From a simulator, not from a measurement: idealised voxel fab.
Module name: voxel spacer lines (process module)
Section shown: cut. Width: 140 nm. Cell size: 5 nm, square.
For the purposes of this document, a cross-section shall be understood as a grid of square cells, specified as bands listed in top-to-bottom order, each band consisting of one or more rows of cells. What a band's entry tells you: where the top is and where the bottom is, as heights in nm, and after that what lies inside, material by material from left to right, each with its width in nm. Empty space is written as the word "blank", and a single material marked with the word "edge to edge" occupies the band from edge to edge. Convention: height 0 is the level below which the wafer, as received, is all one material. The lowest band does not terminate at the bottom but continues downward, represented as "0 down". With a width like "30->40", each row of cells in the band differs from the next by the same amount, the top row carrying the first number and the bottom row the second. The designation "no alteration", where it is given for a processing step, indicates that no cell of the cross-section was altered in the course of that step. The entry titled "Voids lacking openings" provides the empty spaces that have no open way to the top, restricted to those of 8 cells or more. Each is presented as width x height at distance, the distance being measured from the left edge, with all three in nm. What comes after the settings on a step's line is commentary from the simulator itself on that step. "overlay nm", when on a step's line for a step with a mask, measures how far to the right of its planned place the mask lay; a negative measure means to the left.
So here's the lineup of process steps we planned
1 RECEIVE: material Si
2 CONFORMAL_DEP: material SiO2, thk nm 5
3 DIRECTIONAL_DEP: material W, thk nm 20
4 DIRECTIONAL_DEP: material aC, thk nm 30
5 PATTERN: tone cover, mask id MANDREL, material resist, width nm 25, pitch nm 80, thk nm 40, overlay nm 0
6 DIRECTIONAL_ETCH: etch materials aC, depth nm 30
7 STRIP: etch materials resist
8 CONFORMAL_DEP: material SiN, thk nm 15
9 DIRECTIONAL_ETCH: etch materials SiN, depth nm 15
10 STRIP: etch materials aC
11 DIRECTIONAL_ETCH: etch materials W, depth nm 20
12 STRIP: etch materials SiN
13 FILL_DEP: material SiO2, thk nm 5
14 CMP: height nm 25
Cross-section of the wafer at receipt, which is the condition after step 1
> 0 down  Si edge to edge
> Voids lacking openings: none
First wafer at the end, as planned
> 25 to 5  W 15 nm  SiO2 25 nm  W 15 nm  SiO2 25 nm  W 15 nm  SiO2 25 nm  W 15 nm  SiO2 5 nm
> 5 to 0  SiO2 edge to edge
> 0 down  Si edge to edge
> Voids lacking openings: none
Cross-sectional view: second of two wafers, end of module; start and plan identical to the first, one mistake in running
> 20 to 5  W 15 nm  SiO2 25 nm  W 15 nm  SiO2 25 nm  W 15 nm  SiO2 25 nm  W 15 nm  SiO2 5 nm
> 5 to 0  SiO2 edge to edge
> 0 down  Si edge to edge
> Voids lacking openings: none
The plan and the run diverged here: step 14 went in with a setting other than planned; the actual run was CMP: height nm 20
The closing comparison, in cells, has the second wafer with more or fewer of some materials than the first: SiO2 -16 | W -12
